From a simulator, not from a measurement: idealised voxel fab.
process module | voxel local oxidation
cross-section cut | 255 nm wide | cells 5 nm
A cross-section is a grid of square cells, given in bands from the top down. A band is one or more rows of cells.
Each band's line starts with the height of the band's top and of its bottom, in nm. Then come its materials from left to right, each with its width in nm. One material with "throughout" fills the band from edge to edge. "air" is empty space.
Height 0 is the level under which the wafer as received is all one material. The lowest band goes on downwards, as in "0 down".
A width such as "30 to 40" changes by the same amount from each row of cells to the next, from the band's top row to its bottom row.
"no change" after a step means that no cell of the cross-section changed.
closed voids: empty space of 8 cells or more with no open way to the top, each as width x height at its distance from the left edge, in nm
after a step's settings: what the simulator itself notes on the step
overlay nm, on a step with a mask: how far to the right of its planned place the mask lay; to the left if negative
plan
1 op RECEIVE | material Si
2 op CONFORMAL_DEP | material SiO2 | thk nm 5
3 op CONFORMAL_DEP | material SiN | thk nm 15
4 op PATTERN | tone cover | mask id ACTIVE | material resist | width nm 105 | thk nm 15 | overlay nm 0
5 op DIRECTIONAL_ETCH | etch materials SiN | depth nm 15
6 op STRIP | etch materials resist
7 op SELECTIVE_ETCH | etch materials SiO2 | depth nm 5
8 op OXIDIZE | depth nm 15
9 op STRIP | etch materials SiN
varied across the wafers: width nm of step 4. The plan shows the first wafer's value. All wafers start alike
first wafer as received, after step 1
  0 down: Si throughout
  closed voids: none
each wafer at the end: cells of each material gained (+) or lost (-) since it was received, then its closed voids
width nm 105 | -114 Si | +133 SiO2 | closed voids: none
width nm 110 | -111 Si | +131 SiO2 | closed voids: none
width nm 115 | -108 Si | +129 SiO2 | closed voids: none
width nm 120 | -105 Si | +127 SiO2 | closed voids: none
width nm 125 | -102 Si | +125 SiO2 | closed voids: none
width nm 130 | -99 Si | +123 SiO2 | closed voids: none
